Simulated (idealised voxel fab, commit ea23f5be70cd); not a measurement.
Presented below is a process module, voxel wiring stack.
The width of the displayed cross-section, cut, is 250 nm; its cells are square, with a size of 5 nm.
Each cross-section below is a grid of square cells, stated as bands in top-down order, with one or more rows of cells making up each band.
Basically the band line says how high the top is and how high the bottom is, in nm, and then what's in it from left to right, every material with its width in nm. Empty space shows up as "empty", and if a single material carries "throughout" it runs the full band edge to edge.
Convention: height 0 is the level below which the wafer, as received, is all one material. The lowest band does not terminate at the bottom but continues downward, represented as "top 0, no bottom".
A width given as "30->40" starts at the first number in the band's top row and ends at the second number in its bottom row, shifting by an equal amount at every step from row to row.
A step reported as "identical to before" is a step in which no cell of the cross-section changed.
For the entry "Fully closed voids", the listed items are empty spaces with no open way to the top whose size is 8 cells or more; each item follows the pattern width x height at distance, where distance is from the left edge and all three are in nm.
Where a step's line continues beyond its settings, the continuation is a remark by the simulator itself on that step.
For masked steps, "overlay nm" on the step line gives how far right of plan the mask actually lay; a minus sign means it lay to the left.

**The planned process steps are enumerated hereunder**
step 1: RECEIVE [material Si]
step 2: CONFORMAL_DEP [material SiO2] [thk nm 15]
step 3: CONFORMAL_DEP [material SiN] [thk nm 5]
step 4: DIRECTIONAL_DEP [material SiO2] [thk nm 15]
step 5: DIRECTIONAL_DEP [material aC] [thk nm 15]
step 6: PATTERN [tone open] [mask id METAL_1] [material resist] [width nm 30] [pitch nm 60] [thk nm 30] [overlay nm 0]
step 7: DIRECTIONAL_ETCH [etch materials aC] [depth nm 15]
step 8: STRIP [etch materials resist]
step 9: DIRECTIONAL_ETCH [etch materials SiO2] [depth nm 15]
step 10: DIRECTIONAL_ETCH [etch materials SiN] [depth nm 5]
step 11: STRIP [etch materials aC]
step 12: CONFORMAL_DEP [material TiN] [thk nm 5]
step 13: FILL_DEP [material Cu] [thk nm 10]
step 14: CMP [height nm 35]
step 15: EPI [material Ru] [thk nm 5]
step 16: FILL_DEP [material SiCN] [thk nm 5]
step 17: DIRECTIONAL_DEP [material SiO2] [thk nm 10]
step 18: DIRECTIONAL_DEP [material aC] [thk nm 15]
step 19: PATTERN [tone open] [mask id PLUG_1] [material resist] [width nm 15] [pitch nm 60] [thk nm 30] [overlay nm 0]
step 20: DIRECTIONAL_ETCH [etch materials aC] [depth nm 15]
step 21: STRIP [etch materials resist]
step 22: DIRECTIONAL_ETCH [etch materials SiO2] [depth nm 10]
step 23: DIRECTIONAL_ETCH [etch materials SiCN] [depth nm 5]
step 24: STRIP [etch materials aC]
step 25: EPI [material Ru] [thk nm 10]
step 26: EPI [material Ru] [thk nm 5]
step 27: CONFORMAL_DEP [material SiCN] [thk nm 5]
step 28: DIRECTIONAL_DEP [material lowk] [thk nm 20]
step 29: DIRECTIONAL_DEP [material aC] [thk nm 15]
step 30: PATTERN [tone open] [mask id METAL_2] [material resist] [width nm 30] [pitch nm 60] [thk nm 30] [overlay nm 0]
step 31: DIRECTIONAL_ETCH [etch materials aC] [depth nm 15]
step 32: STRIP [etch materials resist]
step 33: DIRECTIONAL_ETCH [etch materials lowk] [depth nm 20]
step 34: DIRECTIONAL_ETCH [etch materials SiCN] [depth nm 5]
step 35: STRIP [etch materials aC]
step 36: CONFORMAL_DEP [material TiN] [thk nm 5]
step 37: FILL_DEP [material W] [thk nm 10]
step 38: CMP [height nm 80]
step 39: CONFORMAL_DEP [material SiCN] [thk nm 5]
step 40: DIRECTIONAL_DEP [material SiO2] [thk nm 30]
step 41: DIRECTIONAL_DEP [material aC] [thk nm 15]
step 42: PATTERN [tone open] [mask id METAL_3_HOLES] [material resist] [width nm 15] [pitch nm 60] [thk nm 35] [overlay nm 0]
step 43: DIRECTIONAL_ETCH [etch materials aC] [depth nm 15]
step 44: STRIP [etch materials resist]
step 45: DIRECTIONAL_ETCH [etch materials SiO2] [depth nm 30]
step 46: STRIP [etch materials aC]
step 47: MASKED_ETCH [tone open] [mask id METAL_3] [width nm 30] [pitch nm 60] [etch materials SiO2] [depth nm 15] [overlay nm 0]
step 48: MASKED_ETCH [tone open] [mask id METAL_3] [width nm 30] [pitch nm 60] [etch materials SiCN] [depth nm 5] [overlay nm 0]
step 49: CONFORMAL_DEP [material TiN] [thk nm 5]
step 50: FILL_DEP [material Ru] [thk nm 10]
step 51: CMP [height nm 115]
step 52: CONFORMAL_DEP [material SiCN] [thk nm 5]
step 53: DIRECTIONAL_DEP [material lowk] [thk nm 25]
step 54: PATTERN [tone open] [mask id METAL_4_HOLES] [material resist] [width nm 15] [thk nm 15] [overlay nm 0]
step 55: DIRECTIONAL_ETCH [etch materials lowk] [depth nm 25]
step 56: STRIP [etch materials resist]
step 57: MASKED_ETCH [tone open] [mask id METAL_4] [width nm 30] [pitch nm 60] [etch materials lowk] [depth nm 15] [overlay nm 0]
step 58: MASKED_ETCH [tone open] [mask id METAL_4] [width nm 30] [pitch nm 60] [etch materials SiCN] [depth nm 5] [overlay nm 0]
step 59: CONFORMAL_DEP [material TiN] [thk nm 5]
step 60: FILL_DEP [material Cu] [thk nm 10]
step 61: CMP [height nm 145]
step 62: CONFORMAL_DEP [material SiCN] [thk nm 5]

**First wafer, two in total, run as planned**

**As-received wafer cross-section (after step 1)**
top 0, no bottom | Si throughout
Fully closed voids: none

**You're looking at a cross-section of the wafer after step 2**
top 15, bottom 0 | SiO2 throughout
Under 0: no change, same as before.

**You're looking at a cross-section of the wafer after step 3**
top 20, bottom 15 | SiN throughout
Under 15: no change, same as before.

**You're looking at a cross-section of the wafer after step 4**
top 35, bottom 20 | SiO2 throughout
Under 20: no change, same as before.

**You're looking at a cross-section of the wafer after step 5**
top 50, bottom 35 | aC throughout
Under 35: no change, same as before.

**You're looking at a cross-section of the wafer after step 6**
top 80, bottom 50 | resist: 80, empty: 30, resist: 30, empty: 30, resist: 80
Under 50: no change, same as before.

**You're looking at a cross-section of the wafer after step 7**
top 65, bottom 50 | resist: 80, empty: 30, resist: 30, empty: 30, resist: 80
top 50, bottom 35 | aC: 80, empty: 30, aC: 30, empty: 30, aC: 80
Under 35: no change, same as before.

**You're looking at a cross-section of the wafer after step 8**
top 50, bottom 35 | aC: 80, empty: 30, aC: 30, empty: 30, aC: 80
Under 35: no change, same as before.

**You're looking at a cross-section of the wafer after step 9**
top 50, bottom 35 | aC: 80, empty: 30, aC: 30, empty: 30, aC: 80
top 35, bottom 20 | SiO2: 80, empty: 30, SiO2: 30, empty: 30, SiO2: 80
Under 20: no change, same as before.

**You're looking at a cross-section of the wafer after step 10**
top 50, bottom 35 | aC: 80, empty: 30, aC: 30, empty: 30, aC: 80
top 35, bottom 20 | SiO2: 80, empty: 30, SiO2: 30, empty: 30, SiO2: 80
top 20, bottom 15 | SiN: 80, empty: 30, SiN: 30, empty: 30, SiN: 80
Under 15: no change, same as before.

**You're looking at a cross-section of the wafer after step 11**
top 35, bottom 20 | SiO2: 80, empty: 30, SiO2: 30, empty: 30, SiO2: 80
Under 20: no change, same as before.

**You're looking at a cross-section of the wafer after step 12**
top 40, bottom 35 | TiN: 85, empty: 20, TiN: 40, empty: 20, TiN: 85
top 35, bottom 20 | SiO2: 80, TiN: 5, empty: 20, TiN: 5, SiO2: 30, TiN: 5, empty: 20, TiN: 5, SiO2: 80
top 20, bottom 15 | SiN: 80, TiN: 30, SiN: 30, TiN: 30, SiN: 80
Under 15: no change, same as before.

**You're looking at a cross-section of the wafer after step 13**
top 50, bottom 40 | Cu throughout
top 40, bottom 35 | TiN: 85, Cu: 20, TiN: 40, Cu: 20, TiN: 85
top 35, bottom 20 | SiO2: 80, TiN: 5, Cu: 20, TiN: 5, SiO2: 30, TiN: 5, Cu: 20, TiN: 5, SiO2: 80
Under 20: no change, same as before.

**You're looking at a cross-section of the wafer after step 14**
top 35, bottom 20 | SiO2: 80, TiN: 5, Cu: 20, TiN: 5, SiO2: 30, TiN: 5, Cu: 20, TiN: 5, SiO2: 80
Under 20: no change, same as before.

**You're looking at a cross-section of the wafer after step 15**
top 40, bottom 35 | empty: 75, Ru: 40, empty: 20, Ru: 40, empty: 75
Under 35: no change, same as before.

**You're looking at a cross-section of the wafer after step 16**
top 45, bottom 40 | SiCN throughout
top 40, bottom 35 | SiCN: 75, Ru: 40, SiCN: 20, Ru: 40, SiCN: 75
Under 35: no change, same as before.

**You're looking at a cross-section of the wafer after step 17**
top 55, bottom 45 | SiO2 throughout
Under 45: no change, same as before.

**You're looking at a cross-section of the wafer after step 18**
top 70, bottom 55 | aC throughout
Under 55: no change, same as before.

**You're looking at a cross-section of the wafer after step 19**
top 100, bottom 70 | resist: 80, empty: 15, resist: 45, empty: 15, resist: 95
Under 70: no change, same as before.

**You're looking at a cross-section of the wafer after step 20**
top 85, bottom 70 | resist: 80, empty: 15, resist: 45, empty: 15, resist: 95
top 70, bottom 55 | aC: 80, empty: 15, aC: 45, empty: 15, aC: 95
Under 55: no change, same as before.

**You're looking at a cross-section of the wafer after step 21**
top 70, bottom 55 | aC: 80, empty: 15, aC: 45, empty: 15, aC: 95
Under 55: no change, same as before.

**You're looking at a cross-section of the wafer after step 22**
top 70, bottom 55 | aC: 80, empty: 15, aC: 45, empty: 15, aC: 95
top 55, bottom 45 | SiO2: 80, empty: 15, SiO2: 45, empty: 15, SiO2: 95
Under 45: no change, same as before.

**You're looking at a cross-section of the wafer after step 23**
top 70, bottom 55 | aC: 80, empty: 15, aC: 45, empty: 15, aC: 95
top 55, bottom 45 | SiO2: 80, empty: 15, SiO2: 45, empty: 15, SiO2: 95
top 45, bottom 40 | SiCN: 80, empty: 15, SiCN: 45, empty: 15, SiCN: 95
Under 40: no change, same as before.

**You're looking at a cross-section of the wafer after step 24**
top 55, bottom 45 | SiO2: 80, empty: 15, SiO2: 45, empty: 15, SiO2: 95
Under 45: no change, same as before.

**You're looking at a cross-section of the wafer after step 25**
top 55, bottom 50 | SiO2: 80, empty: 15, SiO2: 45, empty: 15, SiO2: 95
top 50, bottom 45 | SiO2: 80, Ru: 15, SiO2: 45, Ru: 15, SiO2: 95
top 45, bottom 35 | SiCN: 80->75, Ru: 15->40, SiCN: 45->20, Ru: 15->40, SiCN: 95->75
Under 35: no change, same as before.

**You're looking at a cross-section of the wafer after step 26**
top 55, bottom 45 | SiO2: 80, Ru: 15, SiO2: 45, Ru: 15, SiO2: 95
Under 45: no change, same as before.

**You're looking at a cross-section of the wafer after step 27**
top 60, bottom 55 | SiCN throughout
Under 55: no change, same as before.

**You're looking at a cross-section of the wafer after step 28**
top 80, bottom 60 | lowk throughout
Under 60: no change, same as before.

**You're looking at a cross-section of the wafer after step 29**
top 95, bottom 80 | aC throughout
Under 80: no change, same as before.

**You're looking at a cross-section of the wafer after step 30**
top 125, bottom 95 | resist: 80, empty: 30, resist: 30, empty: 30, resist: 80
Under 95: no change, same as before.

**You're looking at a cross-section of the wafer after step 31**
top 110, bottom 95 | resist: 80, empty: 30, resist: 30, empty: 30, resist: 80
top 95, bottom 80 | aC: 80, empty: 30, aC: 30, empty: 30, aC: 80
Under 80: no change, same as before.

**You're looking at a cross-section of the wafer after step 32**
top 95, bottom 80 | aC: 80, empty: 30, aC: 30, empty: 30, aC: 80
Under 80: no change, same as before.

**You're looking at a cross-section of the wafer after step 33**
top 95, bottom 80 | aC: 80, empty: 30, aC: 30, empty: 30, aC: 80
top 80, bottom 60 | lowk: 80, empty: 30, lowk: 30, empty: 30, lowk: 80
Under 60: no change, same as before.

**You're looking at a cross-section of the wafer after step 34**
top 95, bottom 80 | aC: 80, empty: 30, aC: 30, empty: 30, aC: 80
top 80, bottom 60 | lowk: 80, empty: 30, lowk: 30, empty: 30, lowk: 80
top 60, bottom 55 | SiCN: 80, empty: 30, SiCN: 30, empty: 30, SiCN: 80
Under 55: no change, same as before.

**You're looking at a cross-section of the wafer after step 35**
top 80, bottom 60 | lowk: 80, empty: 30, lowk: 30, empty: 30, lowk: 80
Under 60: no change, same as before.

**You're looking at a cross-section of the wafer after step 36**
top 85, bottom 80 | TiN: 85, empty: 20, TiN: 40, empty: 20, TiN: 85
top 80, bottom 60 | lowk: 80, TiN: 5, empty: 20, TiN: 5, lowk: 30, TiN: 5, empty: 20, TiN: 5, lowk: 80
top 60, bottom 55 | SiCN: 80, TiN: 30, SiCN: 30, TiN: 30, SiCN: 80
Under 55: no change, same as before.

**You're looking at a cross-section of the wafer after step 37**
top 95, bottom 85 | W throughout
top 85, bottom 80 | TiN: 85, W: 20, TiN: 40, W: 20, TiN: 85
top 80, bottom 60 | lowk: 80, TiN: 5, W: 20, TiN: 5, lowk: 30, TiN: 5, W: 20, TiN: 5, lowk: 80
Under 60: no change, same as before.

**You're looking at a cross-section of the wafer after step 38**
top 80, bottom 60 | lowk: 80, TiN: 5, W: 20, TiN: 5, lowk: 30, TiN: 5, W: 20, TiN: 5, lowk: 80
Under 60: no change, same as before.

**You're looking at a cross-section of the wafer after step 39**
top 85, bottom 80 | SiCN throughout
Under 80: no change, same as before.

**You're looking at a cross-section of the wafer after step 40**
top 115, bottom 85 | SiO2 throughout
Under 85: no change, same as before.

**You're looking at a cross-section of the wafer after step 41**
top 130, bottom 115 | aC throughout
Under 115: no change, same as before.

**You're looking at a cross-section of the wafer after step 42**
top 165, bottom 130 | resist: 80, empty: 15, resist: 45, empty: 15, resist: 95
Under 130: no change, same as before.

**You're looking at a cross-section of the wafer after step 43**
top 150, bottom 130 | resist: 80, empty: 15, resist: 45, empty: 15, resist: 95
top 130, bottom 115 | aC: 80, empty: 15, aC: 45, empty: 15, aC: 95
Under 115: no change, same as before.

**You're looking at a cross-section of the wafer after step 44**
top 130, bottom 115 | aC: 80, empty: 15, aC: 45, empty: 15, aC: 95
Under 115: no change, same as before.

**You're looking at a cross-section of the wafer after step 45**
top 130, bottom 115 | aC: 80, empty: 15, aC: 45, empty: 15, aC: 95
top 115, bottom 85 | SiO2: 80, empty: 15, SiO2: 45, empty: 15, SiO2: 95
Under 85: no change, same as before.

**You're looking at a cross-section of the wafer after step 46**
top 115, bottom 85 | SiO2: 80, empty: 15, SiO2: 45, empty: 15, SiO2: 95
Under 85: no change, same as before.

**You're looking at a cross-section of the wafer after step 47**
top 115, bottom 100 | SiO2: 80, empty: 30, SiO2: 30, empty: 30, SiO2: 80
Under 100: no change, same as before.

**You're looking at a cross-section of the wafer after step 48**
top 115, bottom 100 | SiO2: 80, empty: 30, SiO2: 30, empty: 30, SiO2: 80
top 100, bottom 85 | SiO2: 80, empty: 15, SiO2: 45, empty: 15, SiO2: 95
top 85, bottom 80 | SiCN: 80, empty: 15, SiCN: 45, empty: 15, SiCN: 95
Under 80: no change, same as before.

**You're looking at a cross-section of the wafer after step 49**
top 120, bottom 115 | TiN: 85, empty: 20, TiN: 40, empty: 20, TiN: 85
top 115, bottom 105 | SiO2: 80, TiN: 5, empty: 20, TiN: 5, SiO2: 30, TiN: 5, empty: 20, TiN: 5, SiO2: 80
top 105, bottom 100 | SiO2: 80, TiN: 5, empty: 5, TiN: 20, SiO2: 30, TiN: 5, empty: 5, TiN: 20, SiO2: 80
top 100, bottom 85 | SiO2: 80, TiN: 5, empty: 5, TiN: 5, SiO2: 45, TiN: 5, empty: 5, TiN: 5, SiO2: 95
top 85, bottom 80 | SiCN: 80, TiN: 15, SiCN: 45, TiN: 15, SiCN: 95
Under 80: no change, same as before.

**You're looking at a cross-section of the wafer after step 50**
top 130, bottom 120 | Ru throughout
top 120, bottom 115 | TiN: 85, Ru: 20, TiN: 40, Ru: 20, TiN: 85
top 115, bottom 105 | SiO2: 80, TiN: 5, Ru: 20, TiN: 5, SiO2: 30, TiN: 5, Ru: 20, TiN: 5, SiO2: 80
top 105, bottom 100 | SiO2: 80, TiN: 5, Ru: 5, TiN: 20, SiO2: 30, TiN: 5, Ru: 5, TiN: 20, SiO2: 80
top 100, bottom 85 | SiO2: 80, TiN: 5, Ru: 5, TiN: 5, SiO2: 45, TiN: 5, Ru: 5, TiN: 5, SiO2: 95
Under 85: no change, same as before.

**You're looking at a cross-section of the wafer after step 51**
top 115, bottom 105 | SiO2: 80, TiN: 5, Ru: 20, TiN: 5, SiO2: 30, TiN: 5, Ru: 20, TiN: 5, SiO2: 80
Under 105: no change, same as before.

**You're looking at a cross-section of the wafer after step 52**
top 120, bottom 115 | SiCN throughout
Under 115: no change, same as before.

**You're looking at a cross-section of the wafer after step 53**
top 145, bottom 120 | lowk throughout
Under 120: no change, same as before.

**You're looking at a cross-section of the wafer after step 54**
top 160, bottom 145 | resist: 80, empty: 15, resist: 155
Under 145: no change, same as before.

**You're looking at a cross-section of the wafer after step 55**
top 160, bottom 145 | resist: 80, empty: 15, resist: 155
top 145, bottom 120 | lowk: 80, empty: 15, lowk: 155
Under 120: no change, same as before.

**You're looking at a cross-section of the wafer after step 56**
top 145, bottom 120 | lowk: 80, empty: 15, lowk: 155
Under 120: no change, same as before.

**You're looking at a cross-section of the wafer after step 57**
top 145, bottom 130 | lowk: 80, empty: 30, lowk: 30, empty: 30, lowk: 80
Under 130: no change, same as before.

**You're looking at a cross-section of the wafer after step 58**
top 145, bottom 130 | lowk: 80, empty: 30, lowk: 30, empty: 30, lowk: 80
top 130, bottom 120 | lowk: 80, empty: 15, lowk: 155
top 120, bottom 115 | SiCN: 80, empty: 15, SiCN: 155
Under 115: no change, same as before.

**You're looking at a cross-section of the wafer after step 59**
top 150, bottom 145 | TiN: 85, empty: 20, TiN: 40, empty: 20, TiN: 85
top 145, bottom 135 | lowk: 80, TiN: 5, empty: 20, TiN: 5, lowk: 30, TiN: 5, empty: 20, TiN: 5, lowk: 80
top 135, bottom 130 | lowk: 80, TiN: 5, empty: 5, TiN: 20, lowk: 30, TiN: 30, lowk: 80
top 130, bottom 120 | lowk: 80, TiN: 5, empty: 5, TiN: 5, lowk: 155
top 120, bottom 115 | SiCN: 80, TiN: 15, SiCN: 155
Under 115: no change, same as before.

**You're looking at a cross-section of the wafer after step 60**
top 160, bottom 150 | Cu throughout
top 150, bottom 145 | TiN: 85, Cu: 20, TiN: 40, Cu: 20, TiN: 85
top 145, bottom 135 | lowk: 80, TiN: 5, Cu: 20, TiN: 5, lowk: 30, TiN: 5, Cu: 20, TiN: 5, lowk: 80
top 135, bottom 130 | lowk: 80, TiN: 5, Cu: 5, TiN: 20, lowk: 30, TiN: 30, lowk: 80
top 130, bottom 120 | lowk: 80, TiN: 5, Cu: 5, TiN: 5, lowk: 155
Under 120: no change, same as before.

**You're looking at a cross-section of the wafer after step 61**
top 145, bottom 135 | lowk: 80, TiN: 5, Cu: 20, TiN: 5, lowk: 30, TiN: 5, Cu: 20, TiN: 5, lowk: 80
Under 135: no change, same as before.

**You're looking at a cross-section of the wafer after step 62**
top 150, bottom 145 | SiCN throughout
Under 145: no change, same as before.

**Now the other wafer: same start, same recipe, but we messed up one thing when running it. Up to and including step 24 it's the same as the first one**

**The second wafer in cross-section, at the planned close of step 25**
top 60, bottom 55 | empty: 75, Ru: 25, empty: 35, Ru: 25, empty: 90
top 55, bottom 45 | SiO2: 80, Ru: 15, SiO2: 45, Ru: 15, SiO2: 95
top 45, bottom 35 | SiCN: 80->75, Ru: 15->40, SiCN: 45->20, Ru: 15->40, SiCN: 95->75
Under 35: no change, same as before.

**The second wafer in cross-section, at the planned close of step 26**
top 65, bottom 55 | empty: 70, Ru: 35, empty: 25, Ru: 35, empty: 85
Under 55: no change, same as before.

**The second wafer in cross-section, at the planned close of step 27**
top 70, bottom 65 | empty: 65, SiCN: 45, empty: 15, SiCN: 45, empty: 80
top 65, bottom 60 | empty: 65, SiCN: 5, Ru: 35, SiCN: 5, empty: 15, SiCN: 5, Ru: 35, SiCN: 5, empty: 80
top 60, bottom 55 | SiCN: 70, Ru: 35, SiCN: 25, Ru: 35, SiCN: 85
Under 55: no change, same as before.

**The second wafer in cross-section, at the planned close of step 28**
top 90, bottom 80 | empty: 65, lowk: 45, empty: 15, lowk: 45, empty: 80
top 80, bottom 70 | lowk throughout
top 70, bottom 65 | lowk: 65, SiCN: 45, lowk: 15, SiCN: 45, lowk: 80
top 65, bottom 60 | lowk: 65, SiCN: 5, Ru: 35, SiCN: 5, lowk: 15, SiCN: 5, Ru: 35, SiCN: 5, lowk: 80
Under 60: no change, same as before.

**The second wafer in cross-section, at the planned close of step 29**
top 105, bottom 95 | empty: 65, aC: 45, empty: 15, aC: 45, empty: 80
top 95, bottom 90 | aC throughout
top 90, bottom 80 | aC: 65, lowk: 45, aC: 15, lowk: 45, aC: 80
Under 80: no change, same as before.

**The second wafer in cross-section, at the planned close of step 30**
top 135, bottom 105 | resist: 80, empty: 30, resist: 30, empty: 30, resist: 80
top 105, bottom 95 | resist: 65, aC: 45, resist: 15, aC: 45, resist: 80
Under 95: no change, same as before.

**The second wafer in cross-section, at the planned close of step 31**
top 120, bottom 105 | resist: 80, empty: 30, resist: 30, empty: 30, resist: 80
top 105, bottom 95 | resist: 65, aC: 15, empty: 30, resist: 15, aC: 15, empty: 30, resist: 80
top 95, bottom 90 | aC: 80, empty: 30, aC: 30, empty: 30, aC: 80
Under 90: no change, same as before.

**The second wafer in cross-section, at the planned close of step 32**
top 105, bottom 95 | empty: 65, aC: 15, empty: 45, aC: 15, empty: 110
Under 95: no change, same as before.

**The second wafer in cross-section, at the planned close of step 33**
top 105, bottom 95 | empty: 65, aC: 15, empty: 45, aC: 15, empty: 110
top 95, bottom 90 | aC: 80, empty: 30, aC: 30, empty: 30, aC: 80
top 90, bottom 80 | aC: 65, lowk: 15, empty: 30, aC: 15, lowk: 15, empty: 30, aC: 80
top 80, bottom 70 | lowk: 80, empty: 30, lowk: 30, empty: 30, lowk: 80
Under 70: no change, same as before.

**The second wafer in cross-section, at the planned close of step 34**
top 105, bottom 95 | empty: 65, aC: 15, empty: 45, aC: 15, empty: 110
top 95, bottom 90 | aC: 80, empty: 30, aC: 30, empty: 30, aC: 80
top 90, bottom 80 | aC: 65, lowk: 15, empty: 30, aC: 15, lowk: 15, empty: 30, aC: 80
top 80, bottom 70 | lowk: 80, empty: 30, lowk: 30, empty: 30, lowk: 80
top 70, bottom 65 | lowk: 65, SiCN: 15, empty: 30, lowk: 15, SiCN: 15, empty: 30, lowk: 80
Under 65: no change, same as before.

**The second wafer in cross-section, at the planned close of step 35**
top 90, bottom 80 | empty: 65, lowk: 15, empty: 45, lowk: 15, empty: 110
Under 80: no change, same as before.

**The second wafer in cross-section, at the planned close of step 36**
top 95, bottom 90 | empty: 60, TiN: 25, empty: 35, TiN: 25, empty: 105
top 90, bottom 85 | empty: 60, TiN: 5, lowk: 15, TiN: 5, empty: 35, TiN: 5, lowk: 15, TiN: 5, empty: 105
top 85, bottom 80 | TiN: 65, lowk: 15, TiN: 5, empty: 20, TiN: 20, lowk: 15, TiN: 5, empty: 20, TiN: 85
top 80, bottom 70 | lowk: 80, TiN: 5, empty: 20, TiN: 5, lowk: 30, TiN: 5, empty: 20, TiN: 5, lowk: 80
top 70, bottom 65 | lowk: 65, SiCN: 15, TiN: 30, lowk: 15, SiCN: 15, TiN: 30, lowk: 80
Under 65: no change, same as before.

**The second wafer in cross-section, at the planned close of step 37**
top 105, bottom 95 | W throughout
top 95, bottom 90 | W: 60, TiN: 25, W: 35, TiN: 25, W: 105
top 90, bottom 85 | W: 60, TiN: 5, lowk: 15, TiN: 5, W: 35, TiN: 5, lowk: 15, TiN: 5, W: 105
top 85, bottom 80 | TiN: 65, lowk: 15, TiN: 5, W: 20, TiN: 20, lowk: 15, TiN: 5, W: 20, TiN: 85
top 80, bottom 70 | lowk: 80, TiN: 5, W: 20, TiN: 5, lowk: 30, TiN: 5, W: 20, TiN: 5, lowk: 80
Under 70: no change, same as before.

**The second wafer in cross-section, at the planned close of step 38**
top 80, bottom 70 | lowk: 80, TiN: 5, W: 20, TiN: 5, lowk: 30, TiN: 5, W: 20, TiN: 5, lowk: 80
Under 70: no change, same as before.

**The second wafer in cross-section, at the planned close of step 39**
top 85, bottom 80 | SiCN throughout
Under 80: no change, same as before.

**The second wafer in cross-section, at the planned close of step 40**
top 115, bottom 85 | SiO2 throughout
Under 85: no change, same as before.

**The second wafer in cross-section, at the planned close of step 41**
top 130, bottom 115 | aC throughout
Under 115: no change, same as before.

**The second wafer in cross-section, at the planned close of step 42**
top 165, bottom 130 | resist: 80, empty: 15, resist: 45, empty: 15, resist: 95
Under 130: no change, same as before.

**The second wafer in cross-section, at the planned close of step 43**
top 150, bottom 130 | resist: 80, empty: 15, resist: 45, empty: 15, resist: 95
top 130, bottom 115 | aC: 80, empty: 15, aC: 45, empty: 15, aC: 95
Under 115: no change, same as before.

**The second wafer in cross-section, at the planned close of step 44**
top 130, bottom 115 | aC: 80, empty: 15, aC: 45, empty: 15, aC: 95
Under 115: no change, same as before.

**The second wafer in cross-section, at the planned close of step 45**
top 130, bottom 115 | aC: 80, empty: 15, aC: 45, empty: 15, aC: 95
top 115, bottom 85 | SiO2: 80, empty: 15, SiO2: 45, empty: 15, SiO2: 95
Under 85: no change, same as before.

**The second wafer in cross-section, at the planned close of step 46**
top 115, bottom 85 | SiO2: 80, empty: 15, SiO2: 45, empty: 15, SiO2: 95
Under 85: no change, same as before.

**The second wafer in cross-section, at the planned close of step 47**
top 115, bottom 100 | SiO2: 80, empty: 30, SiO2: 30, empty: 30, SiO2: 80
Under 100: no change, same as before.

**The second wafer in cross-section, at the planned close of step 48**
top 115, bottom 100 | SiO2: 80, empty: 30, SiO2: 30, empty: 30, SiO2: 80
top 100, bottom 85 | SiO2: 80, empty: 15, SiO2: 45, empty: 15, SiO2: 95
top 85, bottom 80 | SiCN: 80, empty: 15, SiCN: 45, empty: 15, SiCN: 95
Under 80: no change, same as before.

**The second wafer in cross-section, at the planned close of step 49**
top 120, bottom 115 | TiN: 85, empty: 20, TiN: 40, empty: 20, TiN: 85
top 115, bottom 105 | SiO2: 80, TiN: 5, empty: 20, TiN: 5, SiO2: 30, TiN: 5, empty: 20, TiN: 5, SiO2: 80
top 105, bottom 100 | SiO2: 80, TiN: 5, empty: 5, TiN: 20, SiO2: 30, TiN: 5, empty: 5, TiN: 20, SiO2: 80
top 100, bottom 85 | SiO2: 80, TiN: 5, empty: 5, TiN: 5, SiO2: 45, TiN: 5, empty: 5, TiN: 5, SiO2: 95
top 85, bottom 80 | SiCN: 80, TiN: 15, SiCN: 45, TiN: 15, SiCN: 95
Under 80: no change, same as before.

**The second wafer in cross-section, at the planned close of step 50**
top 130, bottom 120 | Ru throughout
top 120, bottom 115 | TiN: 85, Ru: 20, TiN: 40, Ru: 20, TiN: 85
top 115, bottom 105 | SiO2: 80, TiN: 5, Ru: 20, TiN: 5, SiO2: 30, TiN: 5, Ru: 20, TiN: 5, SiO2: 80
top 105, bottom 100 | SiO2: 80, TiN: 5, Ru: 5, TiN: 20, SiO2: 30, TiN: 5, Ru: 5, TiN: 20, SiO2: 80
top 100, bottom 85 | SiO2: 80, TiN: 5, Ru: 5, TiN: 5, SiO2: 45, TiN: 5, Ru: 5, TiN: 5, SiO2: 95
Under 85: no change, same as before.

**The second wafer in cross-section, at the planned close of step 51**
top 115, bottom 105 | SiO2: 80, TiN: 5, Ru: 20, TiN: 5, SiO2: 30, TiN: 5, Ru: 20, TiN: 5, SiO2: 80
Under 105: no change, same as before.

**The second wafer in cross-section, at the planned close of step 52**
top 120, bottom 115 | SiCN throughout
Under 115: no change, same as before.

**The second wafer in cross-section, at the planned close of step 53**
top 145, bottom 120 | lowk throughout
Under 120: no change, same as before.

**The second wafer in cross-section, at the planned close of step 54**
top 160, bottom 145 | resist: 80, empty: 15, resist: 155
Under 145: no change, same as before.

**The second wafer in cross-section, at the planned close of step 55**
top 160, bottom 145 | resist: 80, empty: 15, resist: 155
top 145, bottom 120 | lowk: 80, empty: 15, lowk: 155
Under 120: no change, same as before.

**The second wafer in cross-section, at the planned close of step 56**
top 145, bottom 120 | lowk: 80, empty: 15, lowk: 155
Under 120: no change, same as before.

**The second wafer in cross-section, at the planned close of step 57**
top 145, bottom 130 | lowk: 80, empty: 30, lowk: 30, empty: 30, lowk: 80
Under 130: no change, same as before.

**The second wafer in cross-section, at the planned close of step 58**
top 145, bottom 130 | lowk: 80, empty: 30, lowk: 30, empty: 30, lowk: 80
top 130, bottom 120 | lowk: 80, empty: 15, lowk: 155
top 120, bottom 115 | SiCN: 80, empty: 15, SiCN: 155
Under 115: no change, same as before.

**The second wafer in cross-section, at the planned close of step 59**
top 150, bottom 145 | TiN: 85, empty: 20, TiN: 40, empty: 20, TiN: 85
top 145, bottom 135 | lowk: 80, TiN: 5, empty: 20, TiN: 5, lowk: 30, TiN: 5, empty: 20, TiN: 5, lowk: 80
top 135, bottom 130 | lowk: 80, TiN: 5, empty: 5, TiN: 20, lowk: 30, TiN: 30, lowk: 80
top 130, bottom 120 | lowk: 80, TiN: 5, empty: 5, TiN: 5, lowk: 155
top 120, bottom 115 | SiCN: 80, TiN: 15, SiCN: 155
Under 115: no change, same as before.

**The second wafer in cross-section, at the planned close of step 60**
top 160, bottom 150 | Cu throughout
top 150, bottom 145 | TiN: 85, Cu: 20, TiN: 40, Cu: 20, TiN: 85
top 145, bottom 135 | lowk: 80, TiN: 5, Cu: 20, TiN: 5, lowk: 30, TiN: 5, Cu: 20, TiN: 5, lowk: 80
top 135, bottom 130 | lowk: 80, TiN: 5, Cu: 5, TiN: 20, lowk: 30, TiN: 30, lowk: 80
top 130, bottom 120 | lowk: 80, TiN: 5, Cu: 5, TiN: 5, lowk: 155
Under 120: no change, same as before.

**The second wafer in cross-section, at the planned close of step 61**
top 145, bottom 135 | lowk: 80, TiN: 5, Cu: 20, TiN: 5, lowk: 30, TiN: 5, Cu: 20, TiN: 5, lowk: 80
Under 135: no change, same as before.

**The second wafer in cross-section, at the planned close of step 62**
top 150, bottom 145 | SiCN throughout
Under 145: no change, same as before.
Plan not followed: step 25, plan: ran twice
Cell-count delta at end, second wafer over first, by material: Ru +28, SiCN +8, TiN -8, W -16, lowk -12
